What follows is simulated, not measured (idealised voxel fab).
process module | voxel trench capacitor
cross-section cut | 160 nm wide | cells 5 nm
A cross-section is a grid of square cells, given in bands from the top down. A band is one or more rows of cells.
Each band's line starts with the height of the band's top and of its bottom, in nm. Then come its materials from left to right, each with its width in nm. One material with "throughout" fills the band from edge to edge. "air" is empty space.
Height 0 is the level under which the wafer as received is all one material. The lowest band goes on downwards, as in "0 down".
A width such as "30 to 40" changes by the same amount from each row of cells to the next, from the band's top row to its bottom row.
"no change" after a step means that no cell of the cross-section changed.
closed voids: empty space of 8 cells or more with no open way to the top, each as width x height at its distance from the left edge, in nm
after a step's settings: what the simulator itself notes on the step
overlay nm, on a step with a mask: how far to the right of its planned place the mask lay; to the left if negative
plan
1 op RECEIVE | material Si
2 op CONFORMAL_DEP | material SiN | thk nm 5
3 op DIRECTIONAL_DEP | material aC | thk nm 15
4 op PATTERN | tone open | mask id TRENCH | material resist | width nm 25 | pitch nm 45 | thk nm 35 | overlay nm 0
5 op DIRECTIONAL_ETCH | etch materials aC | depth nm 15
6 op STRIP | etch materials resist
7 op DIRECTIONAL_ETCH | etch materials SiN | depth nm 5
8 op DIRECTIONAL_ETCH | etch materials Si | depth nm 30
9 op STRIP | etch materials aC
10 op CONFORMAL_DEP | material Al2O3 | thk nm 5
11 op CONFORMAL_DEP | material TiN | thk nm 5
12 op FILL_DEP | material W | thk nm 10
13 op CMP | height nm 5
as received, after step 1
  0 down: Si throughout
  closed voids: none
a wafer at the end: this start, this plan, one mistake
  5 to 0: W 35 | TiN 5 | Al2O3 5 | SiN 25 | Al2O3 5 | TiN 10 | Al2O3 5 | SiN 25 | Al2O3 5 | TiN 5 | W 35
  0 to -20: W 35 | TiN 5 | Al2O3 5 | Si 25 | Al2O3 5 | TiN 10 | Al2O3 5 | Si 25 | Al2O3 5 | TiN 5 | W 35
  -20 to -25: TiN 40 | Al2O3 5 | Si 25 | Al2O3 5 | TiN 10 | Al2O3 5 | Si 25 | Al2O3 5 | TiN 40
  -25 to -30: Al2O3 45 | Si 25 | Al2O3 20 | Si 25 | Al2O3 45
  -30 down: Si throughout
  closed voids: none
what went wrong: step 4 ran as: op PATTERN | tone cover | mask id TRENCH | material resist | width nm 25 | pitch nm 45 | thk nm 35 | overlay nm 0
